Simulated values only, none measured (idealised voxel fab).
This section sets out a process module, namely voxel wiring stack.
Section shown: cut. Width: 250 nm. Cell size: 5 nm, square.
In what follows, cross-sections appear as grids of square cells, described through bands that run from the top down, where every band is one or more rows of cells. Top height, bottom height, nm. Materials left to right, width each, nm. Single material + "throughout" = fills band edge to edge. "empty" = empty. All heights in this document are referenced to 0, defined as the level beneath which the wafer, as received, consists entirely of one material. The lowest band is not bounded below; it extends indefinitely downward and is written in the form "top 0, no bottom". So if you see something like "30..40" for the width, read it as the top row of the band sitting at the first number and the bottom row at the second, with every row in between moving by the same amount as the last. The cross-section has no changed cell in any step marked "all unchanged". Each empty space that has no open way to the top and spans at least 8 cells appears under "Sealed internal voids" as width x height at distance, the distance counted from the left edge, all in nm. The remark found on a step's line after its settings is issued by the simulator itself and pertains to that step. Among the settings permitted on a step's line is "overlay nm"; applied to a step with a mask, it specifies the extent to which the mask lay to the right of its planned position, whereas a negative figure signifies a position to the left.
**Process steps foreseen in the plan**
1 RECEIVE: material Si
2 CONFORMAL_DEP: material SiO2, thk nm 10
3 CONFORMAL_DEP: material SiN, thk nm 5
4 DIRECTIONAL_DEP: material lowk, thk nm 15
5 PATTERN: tone open, mask id METAL_1, material resist, width nm 20, pitch nm 35, thk nm 20, overlay nm 0
6 DIRECTIONAL_ETCH: etch materials lowk, depth nm 15
7 DIRECTIONAL_ETCH: etch materials SiN, depth nm 5
8 STRIP: etch materials resist
9 CONFORMAL_DEP: material TiN, thk nm 5
10 FILL_DEP: material Ru, thk nm 10
11 CMP: height nm 30
12 EPI: material Ru, thk nm 5
13 FILL_DEP: material SiCN, thk nm 5
14 DIRECTIONAL_DEP: material lowk, thk nm 10
15 DIRECTIONAL_DEP: material aC, thk nm 15
16 PATTERN: tone open, mask id PLUG_1, material resist, width nm 15, pitch nm 70, thk nm 30, overlay nm 0
17 DIRECTIONAL_ETCH: etch materials aC, depth nm 15
18 STRIP: etch materials resist
19 DIRECTIONAL_ETCH: etch materials lowk, depth nm 10
20 DIRECTIONAL_ETCH: etch materials SiCN, depth nm 5
21 STRIP: etch materials aC
22 EPI: material Ru, thk nm 10
23 EPI: material Ru, thk nm 5
24 DIRECTIONAL_DEP: material TiN, thk nm 5
25 DIRECTIONAL_DEP: material W, thk nm 15
26 MASKED_ETCH: tone cover, mask id METAL_2, width nm 20, pitch nm 35, etch materials W, depth nm 15, overlay nm 0
27 MASKED_ETCH: tone cover, mask id METAL_2, width nm 20, pitch nm 35, etch materials TiN, depth nm 5, overlay nm 0
28 CONFORMAL_DEP: material SiCN, thk nm 5
29 FILL_DEP: material lowk, thk nm 10
30 CMP: height nm 70
31 CONFORMAL_DEP: material SiCN, thk nm 5
32 DIRECTIONAL_DEP: material lowk, thk nm 15
33 PATTERN: tone open, mask id PLUG_2, material resist, width nm 15, pitch nm 35, thk nm 20, overlay nm 0
34 DIRECTIONAL_ETCH: etch materials lowk, depth nm 15
35 DIRECTIONAL_ETCH: etch materials SiCN, depth nm 5
36 STRIP: etch materials resist
37 CONFORMAL_DEP: material TiN, thk nm 5
38 FILL_DEP: material Ru, thk nm 10
39 CMP: height nm 90
40 DIRECTIONAL_DEP: material TiN, thk nm 5
41 DIRECTIONAL_DEP: material W, thk nm 25
42 PATTERN: tone cover, mask id METAL_3, material resist, width nm 20, pitch nm 35, thk nm 20, overlay nm 0
43 DIRECTIONAL_ETCH: etch materials W, depth nm 25
44 DIRECTIONAL_ETCH: etch materials TiN, depth nm 5
45 STRIP: etch materials resist
46 FILL_DEP: material SiO2, thk nm 10
47 CMP: height nm 120
48 CONFORMAL_DEP: material SiCN, thk nm 5
**First of the two wafers, run per plan**
**The cross-section here shows the wafer as received, i.e. in its state after step 1**
	top 0, no bottom = Si throughout
	Sealed internal voids: none
**Once step 2 is through, the wafer looks like this in cross-section**
	top 10, bottom 0 = SiO2 throughout
	Under 0: no change, same as before.
**Once step 3 is through, the wafer looks like this in cross-section**
	top 15, bottom 10 = SiN throughout
	Under 10: no change, same as before.
**Once step 4 is through, the wafer looks like this in cross-section**
	top 30, bottom 15 = lowk throughout
	Under 15: no change, same as before.
**Once step 5 is through, the wafer looks like this in cross-section**
	top 50, bottom 30 = resist=60, empty=20, resist=15, empty=20, resist=15, empty=20, resist=15, empty=20, resist=65
	Under 30: no change, same as before.
**Once step 6 is through, the wafer looks like this in cross-section**
	top 50, bottom 30 = resist=60, empty=20, resist=15, empty=20, resist=15, empty=20, resist=15, empty=20, resist=65
	top 30, bottom 15 = lowk=60, empty=20, lowk=15, empty=20, lowk=15, empty=20, lowk=15, empty=20, lowk=65
	Under 15: no change, same as before.
**Once step 7 is through, the wafer looks like this in cross-section**
	top 50, bottom 30 = resist=60, empty=20, resist=15, empty=20, resist=15, empty=20, resist=15, empty=20, resist=65
	top 30, bottom 15 = lowk=60, empty=20, lowk=15, empty=20, lowk=15, empty=20, lowk=15, empty=20, lowk=65
	top 15, bottom 10 = SiN=60, empty=20, SiN=15, empty=20, SiN=15, empty=20, SiN=15, empty=20, SiN=65
	Under 10: no change, same as before.
**Once step 8 is through, the wafer looks like this in cross-section**
	top 30, bottom 15 = lowk=60, empty=20, lowk=15, empty=20, lowk=15, empty=20, lowk=15, empty=20, lowk=65
	Under 15: no change, same as before.
**Once step 9 is through, the wafer looks like this in cross-section**
	top 35, bottom 30 = TiN=65, empty=10, TiN=25, empty=10, TiN=25, empty=10, TiN=25, empty=10, TiN=70
	top 30, bottom 15 = lowk=60, TiN=5, empty=10, TiN=5, lowk=15, TiN=5, empty=10, TiN=5, lowk=15, TiN=5, empty=10, TiN=5, lowk=15, TiN=5, empty=10, TiN=5, lowk=65
	top 15, bottom 10 = SiN=60, TiN=20, SiN=15, TiN=20, SiN=15, TiN=20, SiN=15, TiN=20, SiN=65
	Under 10: no change, same as before.
**Once step 10 is through, the wafer looks like this in cross-section**
	top 45, bottom 35 = Ru throughout
	top 35, bottom 30 = TiN=65, Ru=10, TiN=25, Ru=10, TiN=25, Ru=10, TiN=25, Ru=10, TiN=70
	top 30, bottom 15 = lowk=60, TiN=5, Ru=10, TiN=5, lowk=15, TiN=5, Ru=10, TiN=5, lowk=15, TiN=5, Ru=10, TiN=5, lowk=15, TiN=5, Ru=10, TiN=5, lowk=65
	Under 15: no change, same as before.
**Once step 11 is through, the wafer looks like this in cross-section**
	top 30, bottom 15 = lowk=60, TiN=5, Ru=10, TiN=5, lowk=15, TiN=5, Ru=10, TiN=5, lowk=15, TiN=5, Ru=10, TiN=5, lowk=15, TiN=5, Ru=10, TiN=5, lowk=65
	Under 15: no change, same as before.
**Once step 12 is through, the wafer looks like this in cross-section**
	top 35, bottom 30 = empty=55, Ru=30, empty=5, Ru=30, empty=5, Ru=30, empty=5, Ru=30, empty=60
	Under 30: no change, same as before.
**Once step 13 is through, the wafer looks like this in cross-section**
	top 40, bottom 35 = SiCN throughout
	top 35, bottom 30 = SiCN=55, Ru=30, SiCN=5, Ru=30, SiCN=5, Ru=30, SiCN=5, Ru=30, SiCN=60
	Under 30: no change, same as before.
**Once step 14 is through, the wafer looks like this in cross-section**
	top 50, bottom 40 = lowk throughout
	Under 40: no change, same as before.
**Once step 15 is through, the wafer looks like this in cross-section**
	top 65, bottom 50 = aC throughout
	Under 50: no change, same as before.
**Once step 16 is through, the wafer looks like this in cross-section**
	top 95, bottom 65 = resist=60, empty=15, resist=55, empty=15, resist=105
	Under 65: no change, same as before.
**Once step 17 is through, the wafer looks like this in cross-section**
	top 80, bottom 65 = resist=60, empty=15, resist=55, empty=15, resist=105
	top 65, bottom 50 = aC=60, empty=15, aC=55, empty=15, aC=105
	Under 50: no change, same as before.
**Once step 18 is through, the wafer looks like this in cross-section**
	top 65, bottom 50 = aC=60, empty=15, aC=55, empty=15, aC=105
	Under 50: no change, same as before.
**Once step 19 is through, the wafer looks like this in cross-section**
	top 65, bottom 50 = aC=60, empty=15, aC=55, empty=15, aC=105
	top 50, bottom 40 = lowk=60, empty=15, lowk=55, empty=15, lowk=105
	Under 40: no change, same as before.
**Once step 20 is through, the wafer looks like this in cross-section**
	top 65, bottom 50 = aC=60, empty=15, aC=55, empty=15, aC=105
	top 50, bottom 40 = lowk=60, empty=15, lowk=55, empty=15, lowk=105
	top 40, bottom 35 = SiCN=60, empty=15, SiCN=55, empty=15, SiCN=105
	Under 35: no change, same as before.
**Once step 21 is through, the wafer looks like this in cross-section**
	top 50, bottom 40 = lowk=60, empty=15, lowk=55, empty=15, lowk=105
	Under 40: no change, same as before.
**Once step 22 is through, the wafer looks like this in cross-section**
	top 50, bottom 45 = lowk=60, empty=15, lowk=55, empty=15, lowk=105
	top 45, bottom 40 = lowk=60, Ru=15, lowk=55, Ru=15, lowk=105
	top 40, bottom 35 = SiCN=60, Ru=15, SiCN=55, Ru=15, SiCN=105
	Under 35: no change, same as before.
**Once step 23 is through, the wafer looks like this in cross-section**
	top 50, bottom 40 = lowk=60, Ru=15, lowk=55, Ru=15, lowk=105
	Under 40: no change, same as before.
**Once step 24 is through, the wafer looks like this in cross-section**
	top 55, bottom 50 = TiN throughout
	Under 50: no change, same as before.
**Once step 25 is through, the wafer looks like this in cross-section**
	top 70, bottom 55 = W throughout
	Under 55: no change, same as before.
**Once step 26 is through, the wafer looks like this in cross-section**
	top 70, bottom 55 = empty=60, W=20, empty=15, W=20, empty=15, W=20, empty=15, W=20, empty=65
	Under 55: no change, same as before.
**Once step 27 is through, the wafer looks like this in cross-section**
	top 70, bottom 55 = empty=60, W=20, empty=15, W=20, empty=15, W=20, empty=15, W=20, empty=65
	top 55, bottom 50 = empty=60, TiN=20, empty=15, TiN=20, empty=15, TiN=20, empty=15, TiN=20, empty=65
	Under 50: no change, same as before.
**Once step 28 is through, the wafer looks like this in cross-section**
	top 75, bottom 70 = empty=55, SiCN=30, empty=5, SiCN=30, empty=5, SiCN=30, empty=5, SiCN=30, empty=60
	top 70, bottom 55 = empty=55, SiCN=5, W=20, SiCN=5, empty=5, SiCN=5, W=20, SiCN=5, empty=5, SiCN=5, W=20, SiCN=5, empty=5, SiCN=5, W=20, SiCN=5, empty=60
	top 55, bottom 50 = SiCN=60, TiN=20, SiCN=15, TiN=20, SiCN=15, TiN=20, SiCN=15, TiN=20, SiCN=65
	Under 50: no change, same as before.
**Once step 29 is through, the wafer looks like this in cross-section**
	top 85, bottom 75 = lowk throughout
	top 75, bottom 70 = lowk=55, SiCN=30, lowk=5, SiCN=30, lowk=5, SiCN=30, lowk=5, SiCN=30, lowk=60
	top 70, bottom 55 = lowk=55, SiCN=5, W=20, SiCN=5, lowk=5, SiCN=5, W=20, SiCN=5, lowk=5, SiCN=5, W=20, SiCN=5, lowk=5, SiCN=5, W=20, SiCN=5, lowk=60
	Under 55: no change, same as before.
**Once step 30 is through, the wafer looks like this in cross-section**
	top 70, bottom 55 = lowk=55, SiCN=5, W=20, SiCN=5, lowk=5, SiCN=5, W=20, SiCN=5, lowk=5, SiCN=5, W=20, SiCN=5, lowk=5, SiCN=5, W=20, SiCN=5, lowk=60
	Under 55: no change, same as before.
**Once step 31 is through, the wafer looks like this in cross-section**
	top 75, bottom 70 = SiCN throughout
	Under 70: no change, same as before.
**Once step 32 is through, the wafer looks like this in cross-section**
	top 90, bottom 75 = lowk throughout
	Under 75: no change, same as before.
**Once step 33 is through, the wafer looks like this in cross-section**
	top 110, bottom 90 = resist=60, empty=15, resist=20, empty=15, resist=20, empty=15, resist=20, empty=15, resist=70
	Under 90: no change, same as before.
**Once step 34 is through, the wafer looks like this in cross-section**
	top 110, bottom 90 = resist=60, empty=15, resist=20, empty=15, resist=20, empty=15, resist=20, empty=15, resist=70
	top 90, bottom 75 = lowk=60, empty=15, lowk=20, empty=15, lowk=20, empty=15, lowk=20, empty=15, lowk=70
	Under 75: no change, same as before.
**Once step 35 is through, the wafer looks like this in cross-section**
	top 110, bottom 90 = resist=60, empty=15, resist=20, empty=15, resist=20, empty=15, resist=20, empty=15, resist=70
	top 90, bottom 75 = lowk=60, empty=15, lowk=20, empty=15, lowk=20, empty=15, lowk=20, empty=15, lowk=70
	top 75, bottom 70 = SiCN=60, empty=15, SiCN=20, empty=15, SiCN=20, empty=15, SiCN=20, empty=15, SiCN=70
	Under 70: no change, same as before.
**Once step 36 is through, the wafer looks like this in cross-section**
	top 90, bottom 75 = lowk=60, empty=15, lowk=20, empty=15, lowk=20, empty=15, lowk=20, empty=15, lowk=70
	Under 75: no change, same as before.
**Once step 37 is through, the wafer looks like this in cross-section**
	top 95, bottom 90 = TiN=65, empty=5, TiN=30, empty=5, TiN=30, empty=5, TiN=30, empty=5, TiN=75
	top 90, bottom 75 = lowk=60, TiN=5, empty=5, TiN=5, lowk=20, TiN=5, empty=5, TiN=5, lowk=20, TiN=5, empty=5, TiN=5, lowk=20, TiN=5, empty=5, TiN=5, lowk=70
	top 75, bottom 70 = SiCN=60, TiN=15, SiCN=20, TiN=15, SiCN=20, TiN=15, SiCN=20, TiN=15, SiCN=70
	Under 70: no change, same as before.
**Once step 38 is through, the wafer looks like this in cross-section**
	top 105, bottom 95 = Ru throughout
	top 95, bottom 90 = TiN=65, Ru=5, TiN=30, Ru=5, TiN=30, Ru=5, TiN=30, Ru=5, TiN=75
	top 90, bottom 75 = lowk=60, TiN=5, Ru=5, TiN=5, lowk=20, TiN=5, Ru=5, TiN=5, lowk=20, TiN=5, Ru=5, TiN=5, lowk=20, TiN=5, Ru=5, TiN=5, lowk=70
	Under 75: no change, same as before.
**Once step 39 is through, the wafer looks like this in cross-section**
	top 90, bottom 75 = lowk=60, TiN=5, Ru=5, TiN=5, lowk=20, TiN=5, Ru=5, TiN=5, lowk=20, TiN=5, Ru=5, TiN=5, lowk=20, TiN=5, Ru=5, TiN=5, lowk=70
	Under 75: no change, same as before.
**Once step 40 is through, the wafer looks like this in cross-section**
	top 95, bottom 90 = TiN throughout
	Under 90: no change, same as before.
**Once step 41 is through, the wafer looks like this in cross-section**
	top 120, bottom 95 = W throughout
	Under 95: no change, same as before.
**Once step 42 is through, the wafer looks like this in cross-section**
	top 140, bottom 120 = empty=60, resist=20, empty=15, resist=20, empty=15, resist=20, empty=15, resist=20, empty=65
	Under 120: no change, same as before.
**Once step 43 is through, the wafer looks like this in cross-section**
	top 140, bottom 120 = empty=60, resist=20, empty=15, resist=20, empty=15, resist=20, empty=15, resist=20, empty=65
	top 120, bottom 95 = empty=60, W=20, empty=15, W=20, empty=15, W=20, empty=15, W=20, empty=65
	Under 95: no change, same as before.
**Once step 44 is through, the wafer looks like this in cross-section**
	top 140, bottom 120 = empty=60, resist=20, empty=15, resist=20, empty=15, resist=20, empty=15, resist=20, empty=65
	top 120, bottom 95 = empty=60, W=20, empty=15, W=20, empty=15, W=20, empty=15, W=20, empty=65
	top 95, bottom 90 = empty=60, TiN=20, empty=15, TiN=20, empty=15, TiN=20, empty=15, TiN=20, empty=65
	Under 90: no change, same as before.
**Once step 45 is through, the wafer looks like this in cross-section**
	top 120, bottom 95 = empty=60, W=20, empty=15, W=20, empty=15, W=20, empty=15, W=20, empty=65
	Under 95: no change, same as before.
**Once step 46 is through, the wafer looks like this in cross-section**
	top 130, bottom 120 = SiO2 throughout
	top 120, bottom 95 = SiO2=60, W=20, SiO2=15, W=20, SiO2=15, W=20, SiO2=15, W=20, SiO2=65
	top 95, bottom 90 = SiO2=60, TiN=20, SiO2=15, TiN=20, SiO2=15, TiN=20, SiO2=15, TiN=20, SiO2=65
	Under 90: no change, same as before.
**Once step 47 is through, the wafer looks like this in cross-section**
	top 120, bottom 95 = SiO2=60, W=20, SiO2=15, W=20, SiO2=15, W=20, SiO2=15, W=20, SiO2=65
	Under 95: no change, same as before.
**Once step 48 is through, the wafer looks like this in cross-section**
	top 125, bottom 120 = SiCN throughout
	Under 120: no change, same as before.
**second wafer: like start, like plan, one mistake. Through step 4 it matches the first wafer**
**The second wafer cut through, at the time step 5 was supposed to be finished**
	top 50, bottom 30 = resist=65, empty=15, resist=20, empty=15, resist=20, empty=15, resist=20, empty=15, resist=65
	Under 30: no change, same as before.
**The second wafer cut through, at the time step 6 was supposed to be finished**
	top 50, bottom 30 = resist=65, empty=15, resist=20, empty=15, resist=20, empty=15, resist=20, empty=15, resist=65
	top 30, bottom 15 = lowk=65, empty=15, lowk=20, empty=15, lowk=20, empty=15, lowk=20, empty=15, lowk=65
	Under 15: no change, same as before.
**The second wafer cut through, at the time step 7 was supposed to be finished**
	top 50, bottom 30 = resist=65, empty=15, resist=20, empty=15, resist=20, empty=15, resist=20, empty=15, resist=65
	top 30, bottom 15 = lowk=65, empty=15, lowk=20, empty=15, lowk=20, empty=15, lowk=20, empty=15, lowk=65
	top 15, bottom 10 = SiN=65, empty=15, SiN=20, empty=15, SiN=20, empty=15, SiN=20, empty=15, SiN=65
	Under 10: no change, same as before.
**The second wafer cut through, at the time step 8 was supposed to be finished**
	top 30, bottom 15 = lowk=65, empty=15, lowk=20, empty=15, lowk=20, empty=15, lowk=20, empty=15, lowk=65
	Under 15: no change, same as before.
**The second wafer cut through, at the time step 9 was supposed to be finished**
	top 35, bottom 30 = TiN=70, empty=5, TiN=30, empty=5, TiN=30, empty=5, TiN=30, empty=5, TiN=70
	top 30, bottom 15 = lowk=65, TiN=5, empty=5, TiN=5, lowk=20, TiN=5, empty=5, TiN=5, lowk=20, TiN=5, empty=5, TiN=5, lowk=20, TiN=5, empty=5, TiN=5, lowk=65
	top 15, bottom 10 = SiN=65, TiN=15, SiN=20, TiN=15, SiN=20, TiN=15, SiN=20, TiN=15, SiN=65
	Under 10: no change, same as before.
**The second wafer cut through, at the time step 10 was supposed to be finished**
	top 45, bottom 35 = Ru throughout
	top 35, bottom 30 = TiN=70, Ru=5, TiN=30, Ru=5, TiN=30, Ru=5, TiN=30, Ru=5, TiN=70
	top 30, bottom 15 = lowk=65, TiN=5, Ru=5, TiN=5, lowk=20, TiN=5, Ru=5, TiN=5, lowk=20, TiN=5, Ru=5, TiN=5, lowk=20, TiN=5, Ru=5, TiN=5, lowk=65
	Under 15: no change, same as before.
**The second wafer cut through, at the time step 11 was supposed to be finished**
	top 30, bottom 15 = lowk=65, TiN=5, Ru=5, TiN=5, lowk=20, TiN=5, Ru=5, TiN=5, lowk=20, TiN=5, Ru=5, TiN=5, lowk=20, TiN=5, Ru=5, TiN=5, lowk=65
	Under 15: no change, same as before.
**The second wafer cut through, at the time step 12 was supposed to be finished**
	top 35, bottom 30 = empty=60, Ru=25, empty=10, Ru=25, empty=10, Ru=25, empty=10, Ru=25, empty=60
	Under 30: no change, same as before.
**The second wafer cut through, at the time step 13 was supposed to be finished**
	top 40, bottom 35 = SiCN throughout
	top 35, bottom 30 = SiCN=60, Ru=25, SiCN=10, Ru=25, SiCN=10, Ru=25, SiCN=10, Ru=25, SiCN=60
	Under 30: no change, same as before.
**The second wafer cut through, at the time step 14 was supposed to be finished**
	top 50, bottom 40 = lowk throughout
	Under 40: no change, same as before.
**The second wafer cut through, at the time step 15 was supposed to be finished**
	top 65, bottom 50 = aC throughout
	Under 50: no change, same as before.
**The second wafer cut through, at the time step 16 was supposed to be finished**
	top 95, bottom 65 = resist=60, empty=15, resist=55, empty=15, resist=105
	Under 65: no change, same as before.
**The second wafer cut through, at the time step 17 was supposed to be finished**
	top 80, bottom 65 = resist=60, empty=15, resist=55, empty=15, resist=105
	top 65, bottom 50 = aC=60, empty=15, aC=55, empty=15, aC=105
	Under 50: no change, same as before.
**The second wafer cut through, at the time step 18 was supposed to be finished**
	top 65, bottom 50 = aC=60, empty=15, aC=55, empty=15, aC=105
	Under 50: no change, same as before.
**The second wafer cut through, at the time step 19 was supposed to be finished**
	top 65, bottom 50 = aC=60, empty=15, aC=55, empty=15, aC=105
	top 50, bottom 40 = lowk=60, empty=15, lowk=55, empty=15, lowk=105
	Under 40: no change, same as before.
**The second wafer cut through, at the time step 20 was supposed to be finished**
	top 65, bottom 50 = aC=60, empty=15, aC=55, empty=15, aC=105
	top 50, bottom 40 = lowk=60, empty=15, lowk=55, empty=15, lowk=105
	top 40, bottom 35 = SiCN=60, empty=15, SiCN=55, empty=15, SiCN=105
	Under 35: no change, same as before.
**The second wafer cut through, at the time step 21 was supposed to be finished**
	top 50, bottom 40 = lowk=60, empty=15, lowk=55, empty=15, lowk=105
	Under 40: no change, same as before.
**The second wafer cut through, at the time step 22 was supposed to be finished**
	top 50, bottom 45 = lowk=60, empty=15, lowk=55, empty=15, lowk=105
	top 45, bottom 40 = lowk=60, Ru=15, lowk=55, Ru=15, lowk=105
	top 40, bottom 35 = SiCN=60, Ru=15, SiCN=55, Ru=15, SiCN=105
	Under 35: no change, same as before.
**The second wafer cut through, at the time step 23 was supposed to be finished**
	top 50, bottom 40 = lowk=60, Ru=15, lowk=55, Ru=15, lowk=105
	Under 40: no change, same as before.
**The second wafer cut through, at the time step 24 was supposed to be finished**
	top 55, bottom 50 = TiN throughout
	Under 50: no change, same as before.
**The second wafer cut through, at the time step 25 was supposed to be finished**
	top 70, bottom 55 = W throughout
	Under 55: no change, same as before.
**The second wafer cut through, at the time step 26 was supposed to be finished**
	top 70, bottom 55 = empty=60, W=20, empty=15, W=20, empty=15, W=20, empty=15, W=20, empty=65
	Under 55: no change, same as before.
**The second wafer cut through, at the time step 27 was supposed to be finished**
	top 70, bottom 55 = empty=60, W=20, empty=15, W=20, empty=15, W=20, empty=15, W=20, empty=65
	top 55, bottom 50 = empty=60, TiN=20, empty=15, TiN=20, empty=15, TiN=20, empty=15, TiN=20, empty=65
	Under 50: no change, same as before.
**The second wafer cut through, at the time step 28 was supposed to be finished**
	top 75, bottom 70 = empty=55, SiCN=30, empty=5, SiCN=30, empty=5, SiCN=30, empty=5, SiCN=30, empty=60
	top 70, bottom 55 = empty=55, SiCN=5, W=20, SiCN=5, empty=5, SiCN=5, W=20, SiCN=5, empty=5, SiCN=5, W=20, SiCN=5, empty=5, SiCN=5, W=20, SiCN=5, empty=60
	top 55, bottom 50 = SiCN=60, TiN=20, SiCN=15, TiN=20, SiCN=15, TiN=20, SiCN=15, TiN=20, SiCN=65
	Under 50: no change, same as before.
**The second wafer cut through, at the time step 29 was supposed to be finished**
	top 85, bottom 75 = lowk throughout
	top 75, bottom 70 = lowk=55, SiCN=30, lowk=5, SiCN=30, lowk=5, SiCN=30, lowk=5, SiCN=30, lowk=60
	top 70, bottom 55 = lowk=55, SiCN=5, W=20, SiCN=5, lowk=5, SiCN=5, W=20, SiCN=5, lowk=5, SiCN=5, W=20, SiCN=5, lowk=5, SiCN=5, W=20, SiCN=5, lowk=60
	Under 55: no change, same as before.
**The second wafer cut through, at the time step 30 was supposed to be finished**
	top 70, bottom 55 = lowk=55, SiCN=5, W=20, SiCN=5, lowk=5, SiCN=5, W=20, SiCN=5, lowk=5, SiCN=5, W=20, SiCN=5, lowk=5, SiCN=5, W=20, SiCN=5, lowk=60
	Under 55: no change, same as before.
**The second wafer cut through, at the time step 31 was supposed to be finished**
	top 75, bottom 70 = SiCN throughout
	Under 70: no change, same as before.
**The second wafer cut through, at the time step 32 was supposed to be finished**
	top 90, bottom 75 = lowk throughout
	Under 75: no change, same as before.
**The second wafer cut through, at the time step 33 was supposed to be finished**
	top 110, bottom 90 = resist=60, empty=15, resist=20, empty=15, resist=20, empty=15, resist=20, empty=15, resist=70
	Under 90: no change, same as before.
**The second wafer cut through, at the time step 34 was supposed to be finished**
	top 110, bottom 90 = resist=60, empty=15, resist=20, empty=15, resist=20, empty=15, resist=20, empty=15, resist=70
	top 90, bottom 75 = lowk=60, empty=15, lowk=20, empty=15, lowk=20, empty=15, lowk=20, empty=15, lowk=70
	Under 75: no change, same as before.
**The second wafer cut through, at the time step 35 was supposed to be finished**
	top 110, bottom 90 = resist=60, empty=15, resist=20, empty=15, resist=20, empty=15, resist=20, empty=15, resist=70
	top 90, bottom 75 = lowk=60, empty=15, lowk=20, empty=15, lowk=20, empty=15, lowk=20, empty=15, lowk=70
	top 75, bottom 70 = SiCN=60, empty=15, SiCN=20, empty=15, SiCN=20, empty=15, SiCN=20, empty=15, SiCN=70
	Under 70: no change, same as before.
**The second wafer cut through, at the time step 36 was supposed to be finished**
	top 90, bottom 75 = lowk=60, empty=15, lowk=20, empty=15, lowk=20, empty=15, lowk=20, empty=15, lowk=70
	Under 75: no change, same as before.
**The second wafer cut through, at the time step 37 was supposed to be finished**
	top 95, bottom 90 = TiN=65, empty=5, TiN=30, empty=5, TiN=30, empty=5, TiN=30, empty=5, TiN=75
	top 90, bottom 75 = lowk=60, TiN=5, empty=5, TiN=5, lowk=20, TiN=5, empty=5, TiN=5, lowk=20, TiN=5, empty=5, TiN=5, lowk=20, TiN=5, empty=5, TiN=5, lowk=70
	top 75, bottom 70 = SiCN=60, TiN=15, SiCN=20, TiN=15, SiCN=20, TiN=15, SiCN=20, TiN=15, SiCN=70
	Under 70: no change, same as before.
**The second wafer cut through, at the time step 38 was supposed to be finished**
	top 105, bottom 95 = Ru throughout
	top 95, bottom 90 = TiN=65, Ru=5, TiN=30, Ru=5, TiN=30, Ru=5, TiN=30, Ru=5, TiN=75
	top 90, bottom 75 = lowk=60, TiN=5, Ru=5, TiN=5, lowk=20, TiN=5, Ru=5, TiN=5, lowk=20, TiN=5, Ru=5, TiN=5, lowk=20, TiN=5, Ru=5, TiN=5, lowk=70
	Under 75: no change, same as before.
**The second wafer cut through, at the time step 39 was supposed to be finished**
	top 90, bottom 75 = lowk=60, TiN=5, Ru=5, TiN=5, lowk=20, TiN=5, Ru=5, TiN=5, lowk=20, TiN=5, Ru=5, TiN=5, lowk=20, TiN=5, Ru=5, TiN=5, lowk=70
	Under 75: no change, same as before.
**The second wafer cut through, at the time step 40 was supposed to be finished**
	top 95, bottom 90 = TiN throughout
	Under 90: no change, same as before.
**The second wafer cut through, at the time step 41 was supposed to be finished**
	top 120, bottom 95 = W throughout
	Under 95: no change, same as before.
**The second wafer cut through, at the time step 42 was supposed to be finished**
	top 140, bottom 120 = empty=60, resist=20, empty=15, resist=20, empty=15, resist=20, empty=15, resist=20, empty=65
	Under 120: no change, same as before.
**The second wafer cut through, at the time step 43 was supposed to be finished**
	top 140, bottom 120 = empty=60, resist=20, empty=15, resist=20, empty=15, resist=20, empty=15, resist=20, empty=65
	top 120, bottom 95 = empty=60, W=20, empty=15, W=20, empty=15, W=20, empty=15, W=20, empty=65
	Under 95: no change, same as before.
**The second wafer cut through, at the time step 44 was supposed to be finished**
	top 140, bottom 120 = empty=60, resist=20, empty=15, resist=20, empty=15, resist=20, empty=15, resist=20, empty=65
	top 120, bottom 95 = empty=60, W=20, empty=15, W=20, empty=15, W=20, empty=15, W=20, empty=65
	top 95, bottom 90 = empty=60, TiN=20, empty=15, TiN=20, empty=15, TiN=20, empty=15, TiN=20, empty=65
	Under 90: no change, same as before.
**The second wafer cut through, at the time step 45 was supposed to be finished**
	top 120, bottom 95 = empty=60, W=20, empty=15, W=20, empty=15, W=20, empty=15, W=20, empty=65
	Under 95: no change, same as before.
**The second wafer cut through, at the time step 46 was supposed to be finished**
	top 130, bottom 120 = SiO2 throughout
	top 120, bottom 95 = SiO2=60, W=20, SiO2=15, W=20, SiO2=15, W=20, SiO2=15, W=20, SiO2=65
	top 95, bottom 90 = SiO2=60, TiN=20, SiO2=15, TiN=20, SiO2=15, TiN=20, SiO2=15, TiN=20, SiO2=65
	Under 90: no change, same as before.
**The second wafer cut through, at the time step 47 was supposed to be finished**
	top 120, bottom 95 = SiO2=60, W=20, SiO2=15, W=20, SiO2=15, W=20, SiO2=15, W=20, SiO2=65
	Under 95: no change, same as before.
**The second wafer cut through, at the time step 48 was supposed to be finished**
	top 125, bottom 120 = SiCN throughout
	Under 120: no change, same as before.
Diagnosis: step 5 deviated from plan and actually ran as PATTERN: tone open, mask id METAL_1, material resist, width nm 15, pitch nm 35, thk nm 20, overlay nm 0
Upon completion, the second wafer contains, in terms of cells, a greater or smaller amount of certain materials than the first wafer: Ru: 16 fewer; SiCN: 4 more; SiN: 4 more; TiN: 4 fewer; lowk: 12 more
